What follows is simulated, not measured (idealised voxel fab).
Process module, titled voxel ribs on slabs
Section shown: cut. Width: 155 nm. Cell size: 5 nm, square.
Cross-sections here: square-cell grids, written as top-down lists of bands, a band being one or more rows of cells. In this notation a band is specified by the heights of its top and bottom, in that order and in nm, after which its materials appear from left to right, each paired with its width in nm. The word "throughout" attached to a single material means that material fills the band from edge to edge; the word "air" stands for empty space. Height reference: 0 = level under which incoming wafer is all one material. Lowest band: no bottom, runs on downward, e.g. "z 0 and below". A width given as "30 to 40" starts at the first number in the band's top row and ends at the second number in its bottom row, shifting by an equal amount at every step from row to row. What does "remained unchanged" mean for a step? It means no cell of the cross-section changed in that step. Voids not open to the top, 8 cells minimum: see "Unvented voids". Written width x height at distance; distance is from the left edge; nm. Note: text after step settings on the step line = simulator remark on that step. What "overlay nm" on a step's line means: if the step has a mask, that mask lay this far to the right of its planned place, or, when the value is negative, to the left. How should the pairs below be read? Each gives the cross-section before one process step and the cross-section after it, the latter drawn only to the lowest band that changed; the step that lies between them, with its settings, appears under the pair. Does a pair pick up where the pair above left off? Only where its entry headed "Ahead of processing" says so, since pairs can come from different runs of this module on the same starting wafer.

# Ahead of processing
	z 0 and below = Si throughout
	Unvented voids: none

# Section After Processing
	z 25 to 0 = SiO2 throughout
	All layers under 0 are left as they were.
	Unvented voids: none
What sits between those two cross-sections? DIRECTIONAL_DEP, material SiO2, thk nm 25

Ahead of processing: cross-section not repeated; it is the one shown after the step in the pair just above.

# Section After Processing
	z 45 to 25 = SiN throughout
	All layers under 25 are left as they were.
	Unvented voids: none
What sits between those two cross-sections? DIRECTIONAL_DEP, material SiN, thk nm 20

Ahead of processing: cross-section not repeated; it is the one shown after the step in the pair just above.

# Section After Processing
	z 60 to 45 = air (70) / resist (15) / air (70)
	All layers under 45 are left as they were.
	Unvented voids: none
What sits between those two cross-sections? PATTERN, tone cover, mask id RIB, material resist, width nm 15, thk nm 15, overlay nm 0

Ahead of processing: cross-section not repeated; it is the one shown after the step in the pair just above.

# Section After Processing
	z 60 to 45 = air (70) / resist (15) / air (70)
	z 45 to 40 = air (70) / SiN (15) / air (70)
	All layers under 40 are left as they were.
	Unvented voids: none
What sits between those two cross-sections? DIRECTIONAL_ETCH, etch materials SiN, depth nm 5

Ahead of processing: cross-section not repeated; it is the one shown after the step in the pair just above.

# Section After Processing
	z 45 to 40 = air (70) / SiN (15) / air (70)
	All layers under 40 are left as they were.
	Unvented voids: none
What sits between those two cross-sections? STRIP, etch materials resist

Ahead of processing: cross-section not repeated; it is the one shown after the step in the pair just above.

# Section After Processing
	z 60 to 45 = air (45) / resist (65) / air (45)
	z 45 to 40 = air (45) / resist (25) / SiN (15) / resist (25) / air (45)
	All layers under 40 are left as they were.
	Unvented voids: none
What sits between those two cross-sections? PATTERN, tone cover, mask id SLAB, material resist, width nm 65, thk nm 15, overlay nm 0

Ahead of processing: cross-section not repeated; it is the one shown after the step in the pair just above.

# Section After Processing
	z 60 to 45 = air (45) / resist (65) / air (45)
	z 45 to 40 = air (45) / resist (25) / SiN (15) / resist (25) / air (45)
	z 40 to 25 = air (45) / SiN (65) / air (45)
	All layers under 25 are left as they were.
	Unvented voids: none
What sits between those two cross-sections? DIRECTIONAL_ETCH, etch materials SiN, depth nm 15

Ahead of processing: cross-section not repeated; it is the one shown after the step in the pair just above.

# Section After Processing
	z 45 to 40 = air (70) / SiN (15) / air (70)
	All layers under 40 are left as they were.
	Unvented voids: none
What sits between those two cross-sections? STRIP, etch materials resist

Ahead of processing: cross-section not repeated; it is the one shown after the step in the pair just above.

# Section After Processing
	z 70 to 45 = SiO2 throughout
	z 45 to 40 = SiO2 (70) / SiN (15) / SiO2 (70)
	z 40 to 25 = SiO2 (45) / SiN (65) / SiO2 (45)
	All layers under 25 are left as they were.
	Unvented voids: none
What sits between those two cross-sections? FILL_DEP, material SiO2, thk nm 25

Ahead of processing: cross-section not repeated; it is the one shown after the step in the pair just above.

# Section After Processing
	z 60 to 45 = SiO2 throughout
	All layers under 45 are left as they were.
	Unvented voids: none
What sits between those two cross-sections? CMP, height nm 60

Ahead of processing: cross-section not repeated; it is the one shown after the step in the pair just above.

# Section After Processing
	z 70 to 60 = TiN throughout
	All layers under 60 are left as they were.
	Unvented voids: none
What sits between those two cross-sections? DIRECTIONAL_DEP, material TiN, thk nm 10

Ahead of processing: cross-section not repeated; it is the one shown after the step in the pair just above.

# Section After Processing
	z 70 to 60 = air (65) / TiN (25) / air (65)
	All layers under 60 are left as they were.
	Unvented voids: none
What sits between those two cross-sections? MASKED_ETCH, tone cover, mask id HEATER, width nm 25, etch materials TiN, depth nm 10, overlay nm 0

Ahead of processing: cross-section not repeated; it is the one shown after the step in the pair just above.

# Section After Processing
	z 75 to 70 = air (60) / SiO2 (35) / air (60)
	z 70 to 65 = air (60) / SiO2 (5) / TiN (25) / SiO2 (5) / air (60)
	z 65 to 60 = SiO2 (65) / TiN (25) / SiO2 (65)
	All layers under 60 are left as they were.
	Unvented voids: none
What sits between those two cross-sections? CONFORMAL_DEP, material SiO2, thk nm 5

# Ahead of processing
	z 45 to 25 = SiN throughout
	z 25 to 0 = SiO2 throughout
	z 0 and below = Si throughout
	Unvented voids: none

# Section After Processing
	z 65 to 25 = SiN throughout
	All layers under 25 are left as they were.
	Unvented voids: none
What sits between those two cross-sections? DIRECTIONAL_DEP, material SiN, thk nm 20

Ahead of processing: cross-section not repeated; it is the one shown after the step in the pair just above.

# Section After Processing
	z 80 to 65 = air (70) / resist (15) / air (70)
	All layers under 65 are left as they were.
	Unvented voids: none
What sits between those two cross-sections? PATTERN, tone cover, mask id RIB, material resist, width nm 15, thk nm 15, overlay nm 0

Ahead of processing: cross-section not repeated; it is the one shown after the step in the pair just above.

# Section After Processing
	z 80 to 65 = air (70) / resist (15) / air (70)
	z 65 to 60 = air (70) / SiN (15) / air (70)
	All layers under 60 are left as they were.
	Unvented voids: none
What sits between those two cross-sections? DIRECTIONAL_ETCH, etch materials SiN, depth nm 5

Ahead of processing: cross-section not repeated; it is the one shown after the step in the pair just above.

# Section After Processing
	z 65 to 60 = air (70) / SiN (15) / air (70)
	All layers under 60 are left as they were.
	Unvented voids: none
What sits between those two cross-sections? STRIP, etch materials resist

Ahead of processing: cross-section not repeated; it is the one shown after the step in the pair just above.

# Section After Processing
	z 80 to 65 = air (45) / resist (65) / air (45)
	z 65 to 60 = air (45) / resist (25) / SiN (15) / resist (25) / air (45)
	All layers under 60 are left as they were.
	Unvented voids: none
What sits between those two cross-sections? PATTERN, tone cover, mask id SLAB, material resist, width nm 65, thk nm 15, overlay nm 0

Ahead of processing: cross-section not repeated; it is the one shown after the step in the pair just above.

# Section After Processing
	z 80 to 65 = air (45) / resist (65) / air (45)
	z 65 to 60 = air (45) / resist (25) / SiN (15) / resist (25) / air (45)
	z 60 to 45 = air (45) / SiN (65) / air (45)
	All layers under 45 are left as they were.
	Unvented voids: none
What sits between those two cross-sections? DIRECTIONAL_ETCH, etch materials SiN, depth nm 15

Ahead of processing: cross-section not repeated; it is the one shown after the step in the pair just above.

# Section After Processing
	z 65 to 60 = air (70) / SiN (15) / air (70)
	All layers under 60 are left as they were.
	Unvented voids: none
What sits between those two cross-sections? STRIP, etch materials resist

Ahead of processing: cross-section not repeated; it is the one shown after the step in the pair just above.

# Section After Processing
	z 90 to 65 = SiO2 throughout
	z 65 to 60 = SiO2 (70) / SiN (15) / SiO2 (70)
	z 60 to 45 = SiO2 (45) / SiN (65) / SiO2 (45)
	All layers under 45 are left as they were.
	Unvented voids: none
What sits between those two cross-sections? FILL_DEP, material SiO2, thk nm 25

Ahead of processing: cross-section not repeated; it is the one shown after the step in the pair just above.

# Section After Processing
	z 60 to 45 = SiO2 (45) / SiN (65) / SiO2 (45)
	All layers under 45 are left as they were.
	Unvented voids: none
What sits between those two cross-sections? CMP, height nm 60

Ahead of processing: cross-section not repeated; it is the one shown after the step in the pair just above.

# Section After Processing
	z 70 to 60 = TiN throughout
	All layers under 60 are left as they were.
	Unvented voids: none
What sits between those two cross-sections? DIRECTIONAL_DEP, material TiN, thk nm 10

Ahead of processing: cross-section not repeated; it is the one shown after the step in the pair just above.

# Section After Processing
	z 70 to 60 = air (65) / TiN (25) / air (65)
	All layers under 60 are left as they were.
	Unvented voids: none
What sits between those two cross-sections? MASKED_ETCH, tone cover, mask id HEATER, width nm 25, etch materials TiN, depth nm 10, overlay nm 0

Ahead of processing: cross-section not repeated; it is the one shown after the step in the pair just above.

# Section After Processing
	z 75 to 70 = air (60) / SiO2 (35) / air (60)
	z 70 to 65 = air (60) / SiO2 (5) / TiN (25) / SiO2 (5) / air (60)
	z 65 to 60 = SiO2 (65) / TiN (25) / SiO2 (65)
	All layers under 60 are left as they were.
	Unvented voids: none
What sits between those two cross-sections? CONFORMAL_DEP, material SiO2, thk nm 5

# Ahead of processing
	z 0 and below = Si throughout
	Unvented voids: none

# Section After Processing
	z 20 to 0 = SiN throughout
	All layers under 0 are left as they were.
	Unvented voids: none
What sits between those two cross-sections? DIRECTIONAL_DEP, material SiN, thk nm 20

Ahead of processing: cross-section not repeated; it is the one shown after the step in the pair just above.

# Section After Processing
	z 45 to 20 = SiO2 throughout
	All layers under 20 are left as they were.
	Unvented voids: none
What sits between those two cross-sections? DIRECTIONAL_DEP, material SiO2, thk nm 25

Ahead of processing: cross-section not repeated; it is the one shown after the step in the pair just above.

# Section After Processing
	z 60 to 45 = air (70) / resist (15) / air (70)
	All layers under 45 are left as they were.
	Unvented voids: none
What sits between those two cross-sections? PATTERN, tone cover, mask id RIB, material resist, width nm 15, thk nm 15, overlay nm 0

Ahead of processing: cross-section not repeated; it is the one shown after the step in the pair just above.

# Section After Processing
	z 45 to 20 = SiO2 throughout
	All layers under 20 are left as they were.
	Unvented voids: none
What sits between those two cross-sections? STRIP, etch materials resist

Ahead of processing: cross-section not repeated; it is the one shown after the step in the pair just above.

# Section After Processing
	z 60 to 45 = air (45) / resist (65) / air (45)
	All layers under 45 are left as they were.
	Unvented voids: none
What sits between those two cross-sections? PATTERN, tone cover, mask id SLAB, material resist, width nm 65, thk nm 15, overlay nm 0

Ahead of processing: cross-section not repeated; it is the one shown after the step in the pair just above.

# Section After Processing
	z 45 to 20 = SiO2 throughout
	All layers under 20 are left as they were.
	Unvented voids: none
What sits between those two cross-sections? STRIP, etch materials resist

Ahead of processing: cross-section not repeated; it is the one shown after the step in the pair just above.

# Section After Processing
	z 70 to 20 = SiO2 throughout
	All layers under 20 are left as they were.
	Unvented voids: none
What sits between those two cross-sections? FILL_DEP, material SiO2, thk nm 25

Ahead of processing: cross-section not repeated; it is the one shown after the step in the pair just above.

# Section After Processing
	z 60 to 20 = SiO2 throughout
	All layers under 20 are left as they were.
	Unvented voids: none
What sits between those two cross-sections? CMP, height nm 60

Ahead of processing: cross-section not repeated; it is the one shown after the step in the pair just above.

# Section After Processing
	z 70 to 60 = TiN throughout
	All layers under 60 are left as they were.
	Unvented voids: none
What sits between those two cross-sections? DIRECTIONAL_DEP, material TiN, thk nm 10

Ahead of processing: cross-section not repeated; it is the one shown after the step in the pair just above.

# Section After Processing
	z 70 to 60 = air (65) / TiN (25) / air (65)
	All layers under 60 are left as they were.
	Unvented voids: none
What sits between those two cross-sections? MASKED_ETCH, tone cover, mask id HEATER, width nm 25, etch materials TiN, depth nm 10, overlay nm 0

Ahead of processing: cross-section not repeated; it is the one shown after the step in the pair just above.

# Section After Processing
	z 75 to 70 = air (60) / SiO2 (35) / air (60)
	z 70 to 65 = air (60) / SiO2 (5) / TiN (25) / SiO2 (5) / air (60)
	z 65 to 60 = SiO2 (65) / TiN (25) / SiO2 (65)
	All layers under 60 are left as they were.
	Unvented voids: none
What sits between those two cross-sections? CONFORMAL_DEP, material SiO2, thk nm 5

# Ahead of processing
	z 70 to 45 = SiO2 throughout
	z 45 to 40 = SiO2 (70) / SiN (15) / SiO2 (70)
	z 40 to 25 = SiO2 (45) / SiN (65) / SiO2 (45)
	z 25 to 0 = SiO2 throughout
	z 0 and below = Si throughout
	Unvented voids: none

# Section After Processing
	z 65 to 45 = SiO2 throughout
	All layers under 45 are left as they were.
	Unvented voids: none
What sits between those two cross-sections? CMP, height nm 65

Ahead of processing: cross-section not repeated; it is the one shown after the step in the pair just above.

# Section After Processing
	z 75 to 65 = TiN throughout
	All layers under 65 are left as they were.
	Unvented voids: none
What sits between those two cross-sections? DIRECTIONAL_DEP, material TiN, thk nm 10

Ahead of processing: cross-section not repeated; it is the one shown after the step in the pair just above.

# Section After Processing
	z 75 to 65 = air (65) / TiN (25) / air (65)
	All layers under 65 are left as they were.
	Unvented voids: none
What sits between those two cross-sections? MASKED_ETCH, tone cover, mask id HEATER, width nm 25, etch materials TiN, depth nm 10, overlay nm 0

Ahead of processing: cross-section not repeated; it is the one shown after the step in the pair just above.

# Section After Processing
	z 80 to 75 = air (60) / SiO2 (35) / air (60)
	z 75 to 70 = air (60) / SiO2 (5) / TiN (25) / SiO2 (5) / air (60)
	z 70 to 65 = SiO2 (65) / TiN (25) / SiO2 (65)
	All layers under 65 are left as they were.
	Unvented voids: none
What sits between those two cross-sections? CONFORMAL_DEP, material SiO2, thk nm 5

# Ahead of processing
	z 45 to 40 = air (70) / SiN (15) / air (70)
	z 40 to 25 = SiN throughout
	z 25 to 0 = SiO2 throughout
	z 0 and below = Si throughout
	Unvented voids: none

# Section After Processing
	z 60 to 45 = air (50) / resist (60) / air (45)
	z 45 to 40 = air (50) / resist (20) / SiN (15) / resist (25) / air (45)
	All layers under 40 are left as they were.
	Unvented voids: none
What sits between those two cross-sections? PATTERN, tone cover, mask id SLAB, material resist, width nm 60, thk nm 15, overlay nm 0

Ahead of processing: cross-section not repeated; it is the one shown after the step in the pair just above.

# Section After Processing
	z 60 to 45 = air (50) / resist (60) / air (45)
	z 45 to 40 = air (50) / resist (20) / SiN (15) / resist (25) / air (45)
	z 40 to 25 = air (50) / SiN (60) / air (45)
	All layers under 25 are left as they were.
	Unvented voids: none
What sits between those two cross-sections? DIRECTIONAL_ETCH, etch materials SiN, depth nm 15

Ahead of processing: cross-section not repeated; it is the one shown after the step in the pair just above.

# Section After Processing
	z 45 to 40 = air (70) / SiN (15) / air (70)
	All layers under 40 are left as they were.
	Unvented voids: none
What sits between those two cross-sections? STRIP, etch materials resist

Ahead of processing: cross-section not repeated; it is the one shown after the step in the pair just above.

# Section After Processing
	z 70 to 45 = SiO2 throughout
	z 45 to 40 = SiO2 (70) / SiN (15) / SiO2 (70)
	z 40 to 25 = SiO2 (50) / SiN (60) / SiO2 (45)
	All layers under 25 are left as they were.
	Unvented voids: none
What sits between those two cross-sections? FILL_DEP, material SiO2, thk nm 25

Ahead of processing: cross-section not repeated; it is the one shown after the step in the pair just above.

# Section After Processing
	z 60 to 45 = SiO2 throughout
	All layers under 45 are left as they were.
	Unvented voids: none
What sits between those two cross-sections? CMP, height nm 60

Ahead of processing: cross-section not repeated; it is the one shown after the step in the pair just above.

# Section After Processing
	z 70 to 60 = TiN throughout
	All layers under 60 are left as they were.
	Unvented voids: none
What sits between those two cross-sections? DIRECTIONAL_DEP, material TiN, thk nm 10

Ahead of processing: cross-section not repeated; it is the one shown after the step in the pair just above.

# Section After Processing
	z 70 to 60 = air (65) / TiN (25) / air (65)
	All layers under 60 are left as they were.
	Unvented voids: none
What sits between those two cross-sections? MASKED_ETCH, tone cover, mask id HEATER, width nm 25, etch materials TiN, depth nm 10, overlay nm 0

Ahead of processing: cross-section not repeated; it is the one shown after the step in the pair just above.

# Section After Processing
	z 75 to 70 = air (60) / SiO2 (35) / air (60)
	z 70 to 65 = air (60) / SiO2 (5) / TiN (25) / SiO2 (5) / air (60)
	z 65 to 60 = SiO2 (65) / TiN (25) / SiO2 (65)
	All layers under 60 are left as they were.
	Unvented voids: none
What sits between those two cross-sections? CONFORMAL_DEP, material SiO2, thk nm 5

# Ahead of processing
	z 45 to 40 = air (70) / SiN (15) / air (70)
	z 40 to 25 = SiN throughout
	z 25 to 0 = SiO2 throughout
	z 0 and below = Si throughout
	Unvented voids: none

# Section After Processing
	z 60 to 45 = air (50) / resist (65) / air (40)
	z 45 to 40 = air (50) / resist (20) / SiN (15) / resist (30) / air (40)
	All layers under 40 are left as they were.
	Unvented voids: none
What sits between those two cross-sections? PATTERN, tone cover, mask id SLAB, material resist, width nm 65, thk nm 15, overlay nm 5

Ahead of processing: cross-section not repeated; it is the one shown after the step in the pair just above.

# Section After Processing
	z 60 to 45 = air (50) / resist (65) / air (40)
	z 45 to 40 = air (50) / resist (20) / SiN (15) / resist (30) / air (40)
	z 40 to 25 = air (50) / SiN (65) / air (40)
	All layers under 25 are left as they were.
	Unvented voids: none
What sits between those two cross-sections? DIRECTIONAL_ETCH, etch materials SiN, depth nm 15

Ahead of processing: cross-section not repeated; it is the one shown after the step in the pair just above.

# Section After Processing
	z 45 to 40 = air (70) / SiN (15) / air (70)
	All layers under 40 are left as they were.
	Unvented voids: none
What sits between those two cross-sections? STRIP, etch materials resist

Ahead of processing: cross-section not repeated; it is the one shown after the step in the pair just above.

# Section After Processing
	z 70 to 45 = SiO2 throughout
	z 45 to 40 = SiO2 (70) / SiN (15) / SiO2 (70)
	z 40 to 25 = SiO2 (50) / SiN (65) / SiO2 (40)
	All layers under 25 are left as they were.
	Unvented voids: none
What sits between those two cross-sections? FILL_DEP, material SiO2, thk nm 25

Ahead of processing: cross-section not repeated; it is the one shown after the step in the pair just above.

# Section After Processing
	z 60 to 45 = SiO2 throughout
	All layers under 45 are left as they were.
	Unvented voids: none
What sits between those two cross-sections? CMP, height nm 60

Ahead of processing: cross-section not repeated; it is the one shown after the step in the pair just above.

# Section After Processing
	z 70 to 60 = TiN throughout
	All layers under 60 are left as they were.
	Unvented voids: none
What sits between those two cross-sections? DIRECTIONAL_DEP, material TiN, thk nm 10

Ahead of processing: cross-section not repeated; it is the one shown after the step in the pair just above.

# Section After Processing
	z 70 to 60 = air (65) / TiN (25) / air (65)
	All layers under 60 are left as they were.
	Unvented voids: none
What sits between those two cross-sections? MASKED_ETCH, tone cover, mask id HEATER, width nm 25, etch materials TiN, depth nm 10, overlay nm 0

Ahead of processing: cross-section not repeated; it is the one shown after the step in the pair just above.

# Section After Processing
	z 75 to 70 = air (60) / SiO2 (35) / air (60)
	z 70 to 65 = air (60) / SiO2 (5) / TiN (25) / SiO2 (5) / air (60)
	z 65 to 60 = SiO2 (65) / TiN (25) / SiO2 (65)
	All layers under 60 are left as they were.
	Unvented voids: none
What sits between those two cross-sections? CONFORMAL_DEP, material SiO2, thk nm 5

# Ahead of processing
	z 0 and below = Si throughout
	Unvented voids: none

# Section After Processing
	z 25 to 0 = TiN throughout
	All layers under 0 are left as they were.
	Unvented voids: none
What sits between those two cross-sections? DIRECTIONAL_DEP, material TiN, thk nm 25

Ahead of processing: cross-section not repeated; it is the one shown after the step in the pair just above.

# Section After Processing
	z 45 to 25 = SiN throughout
	All layers under 25 are left as they were.
	Unvented voids: none
What sits between those two cross-sections? DIRECTIONAL_DEP, material SiN, thk nm 20

Ahead of processing: cross-section not repeated; it is the one shown after the step in the pair just above.

# Section After Processing
	z 60 to 45 = air (70) / resist (15) / air (70)
	All layers under 45 are left as they were.
	Unvented voids: none
What sits between those two cross-sections? PATTERN, tone cover, mask id RIB, material resist, width nm 15, thk nm 15, overlay nm 0

Ahead of processing: cross-section not repeated; it is the one shown after the step in the pair just above.

# Section After Processing
	z 60 to 45 = air (70) / resist (15) / air (70)
	z 45 to 40 = air (70) / SiN (15) / air (70)
	All layers under 40 are left as they were.
	Unvented voids: none
What sits between those two cross-sections? DIRECTIONAL_ETCH, etch materials SiN, depth nm 5

Ahead of processing: cross-section not repeated; it is the one shown after the step in the pair just above.

# Section After Processing
	z 45 to 40 = air (70) / SiN (15) / air (70)
	All layers under 40 are left as they were.
	Unvented voids: none
What sits between those two cross-sections? STRIP, etch materials resist

Ahead of processing: cross-section not repeated; it is the one shown after the step in the pair just above.

# Section After Processing
	z 60 to 45 = air (45) / resist (65) / air (45)
	z 45 to 40 = air (45) / resist (25) / SiN (15) / resist (25) / air (45)
	All layers under 40 are left as they were.
	Unvented voids: none
What sits between those two cross-sections? PATTERN, tone cover, mask id SLAB, material resist, width nm 65, thk nm 15, overlay nm 0

Ahead of processing: cross-section not repeated; it is the one shown after the step in the pair just above.

# Section After Processing
	z 60 to 45 = air (45) / resist (65) / air (45)
	z 45 to 40 = air (45) / resist (25) / SiN (15) / resist (25) / air (45)
	z 40 to 25 = air (45) / SiN (65) / air (45)
	All layers under 25 are left as they were.
	Unvented voids: none
What sits between those two cross-sections? DIRECTIONAL_ETCH, etch materials SiN, depth nm 15

Ahead of processing: cross-section not repeated; it is the one shown after the step in the pair just above.

# Section After Processing
	z 45 to 40 = air (70) / SiN (15) / air (70)
	All layers under 40 are left as they were.
	Unvented voids: none
What sits between those two cross-sections? STRIP, etch materials resist

Ahead of processing: cross-section not repeated; it is the one shown after the step in the pair just above.

# Section After Processing
	z 70 to 45 = SiO2 throughout
	z 45 to 40 = SiO2 (70) / SiN (15) / SiO2 (70)
	z 40 to 25 = SiO2 (45) / SiN (65) / SiO2 (45)
	All layers under 25 are left as they were.
	Unvented voids: none
What sits between those two cross-sections? FILL_DEP, material SiO2, thk nm 25

Ahead of processing: cross-section not repeated; it is the one shown after the step in the pair just above.

# Section After Processing
	z 60 to 45 = SiO2 throughout
	All layers under 45 are left as they were.
	Unvented voids: none
What sits between those two cross-sections? CMP, height nm 60

Ahead of processing: cross-section not repeated; it is the one shown after the step in the pair just above.

# Section After Processing
	z 70 to 60 = TiN throughout
	All layers under 60 are left as they were.
	Unvented voids: none
What sits between those two cross-sections? DIRECTIONAL_DEP, material TiN, thk nm 10

Ahead of processing: cross-section not repeated; it is the one shown after the step in the pair just above.

# Section After Processing
	z 70 to 60 = air (65) / TiN (25) / air (65)
	All layers under 60 are left as they were.
	Unvented voids: none
What sits between those two cross-sections? MASKED_ETCH, tone cover, mask id HEATER, width nm 25, etch materials TiN, depth nm 10, overlay nm 0

Ahead of processing: cross-section not repeated; it is the one shown after the step in the pair just above.

# Section After Processing
	z 75 to 70 = air (60) / SiO2 (35) / air (60)
	z 70 to 65 = air (60) / SiO2 (5) / TiN (25) / SiO2 (5) / air (60)
	z 65 to 60 = SiO2 (65) / TiN (25) / SiO2 (65)
	All layers under 60 are left as they were.
	Unvented voids: none
What sits between those two cross-sections? CONFORMAL_DEP, material SiO2, thk nm 5

# Ahead of processing
	z 70 to 60 = TiN throughout
	z 60 to 45 = SiO2 throughout
	z 45 to 40 = SiO2 (70) / SiN (15) / SiO2 (70)
	z 40 to 25 = SiO2 (45) / SiN (65) / SiO2 (45)
	z 25 to 0 = SiO2 throughout
	z 0 and below = Si throughout
	Unvented voids: none

# Section After Processing
	z 70 to 60 = TiN (65) / air (25) / TiN (65)
	All layers under 60 are left as they were.
	Unvented voids: none
What sits between those two cross-sections? MASKED_ETCH, tone open, mask id HEATER, width nm 25, etch materials TiN, depth nm 10, overlay nm 0

Ahead of processing: cross-section not repeated; it is the one shown after the step in the pair just above.

# Section After Processing
	z 75 to 70 = SiO2 (70) / air (15) / SiO2 (70)
	z 70 to 65 = TiN (65) / SiO2 (5) / air (15) / SiO2 (5) / TiN (65)
	z 65 to 60 = TiN (65) / SiO2 (25) / TiN (65)
	All layers under 60 are left as they were.
	Unvented voids: none
What sits between those two cross-sections? CONFORMAL_DEP, material SiO2, thk nm 5
